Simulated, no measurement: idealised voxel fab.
Process module under the name voxel gate over fins
Cross-section cut: width 210 nm, square cells of 5 nm.
For the purposes of this document, a cross-section shall be understood as a grid of square cells, specified as bands listed in top-to-bottom order, each band consisting of one or more rows of cells.
Band: top and bottom heights (nm) first, top before bottom; then materials from left to right, widths in nm. "edge to edge" marks a sole material filling the band edge to edge. "empty" denotes empty space.
Heads up on the height convention: 0 is the point under which the incoming wafer is all one material, and the lowest band has no bottom, it just keeps going down, like "0 -> down".
Note: "30->40" means the width goes from the first number (top row of the band) to the second number (bottom row) in equal steps per row of cells.
"everything unchanged" after a step means that no cell of the cross-section changed.
"Closed-off voids" lists enclosed empty spaces (at least 8 cells, no open path upward to the top), each as width x height at distance from the left edge, in nm.
Heads up: the bit after the settings on a step's line is the simulator's remark on that step.
overlay nm: mask offset rightward from planned place, masked step; negative means leftward offset.
### Process steps - plan
1) RECEIVE,material Si
2) CONFORMAL_DEP,material SiN,thk nm 10
3) DIRECTIONAL_DEP,material aC,thk nm 10
4) PATTERN,tone cover,mask id FINS,material resist,width nm 15,pitch nm 55,thk nm 30,overlay nm 0
5) DIRECTIONAL_ETCH,etch materials aC,depth nm 10
6) STRIP,etch materials resist
7) DIRECTIONAL_ETCH,etch materials SiN,depth nm 10
8) DIRECTIONAL_ETCH,etch materials Si,depth nm 35
9) STRIP,etch materials aC
10) FILL_DEP,material SiO2,thk nm 15
11) CMP,height nm 10
12) DIRECTIONAL_DEP,material aC,thk nm 10
13) PATTERN,tone open,mask id RAIL,material resist,width nm 15,thk nm 25,overlay nm -15
14) DIRECTIONAL_ETCH,etch materials aC,depth nm 10
15) STRIP,etch materials resist
16) DIRECTIONAL_ETCH,etch materials SiO2,depth nm 40
17) STRIP,etch materials aC
18) CONFORMAL_DEP,material TiN,thk nm 5
19) FILL_DEP,material W,thk nm 10
20) CMP,height nm 10
21) SELECTIVE_ETCH,etch materials W Ru TiN,depth nm 30
22) FILL_DEP,material SiO2,thk nm 5
23) CMP,height nm 10
24) SELECTIVE_ETCH,etch materials SiO2,depth nm 20
25) STRIP,etch materials SiN
26) CONFORMAL_DEP,material HfO2,thk nm 5
27) CONFORMAL_DEP,material TiN,thk nm 5
28) CONFORMAL_DEP,material TiAl,thk nm 5
29) CONFORMAL_DEP,material TiN,thk nm 5
30) FILL_DEP,material W,thk nm 15
31) CMP,height nm 30
32) CONFORMAL_DEP,material SiCN,thk nm 10
The overlay nm used in step 13 is not the same on every wafer, whereas the starting condition is; the value printed in the plan is the first wafer's.
### Here's the first of the wafers in cross-section, just as we got it, i.e. after step 1
- 0 -> down  Si edge to edge
- Closed-off voids: none
### Here is how to read the rows: every wafer has a row, and it shows the wafer at the end of the module, giving for each material how many cells were gained (+) or lost (-) since the wafer was received, then listing its closed voids
overlay nm -15 | +54 HfO2 | -231 Si | +84 SiCN | +161 SiO2 | +54 TiAl | +112 TiN | +102 W | Closed-off voids: none
overlay nm -10 | +54 HfO2 | -231 Si | +84 SiCN | +159 SiO2 | +54 TiAl | +113 TiN | +103 W | Closed-off voids: none
overlay nm -5 | +54 HfO2 | -231 Si | +84 SiCN | +159 SiO2 | +54 TiAl | +113 TiN | +103 W | Closed-off voids: none
overlay nm 0 | +54 HfO2 | -231 Si | +84 SiCN | +159 SiO2 | +54 TiAl | +113 TiN | +103 W | Closed-off voids: none
overlay nm 5 | +54 HfO2 | -231 Si | +84 SiCN | +159 SiO2 | +54 TiAl | +113 TiN | +103 W | Closed-off voids: none
overlay nm 10 | +54 HfO2 | -231 Si | +84 SiCN | +159 SiO2 | +54 TiAl | +113 TiN | +103 W | Closed-off voids: none
overlay nm 15 | +54 HfO2 | -231 Si | +84 SiCN | +159 SiO2 | +54 TiAl | +113 TiN | +103 W | Closed-off voids: none
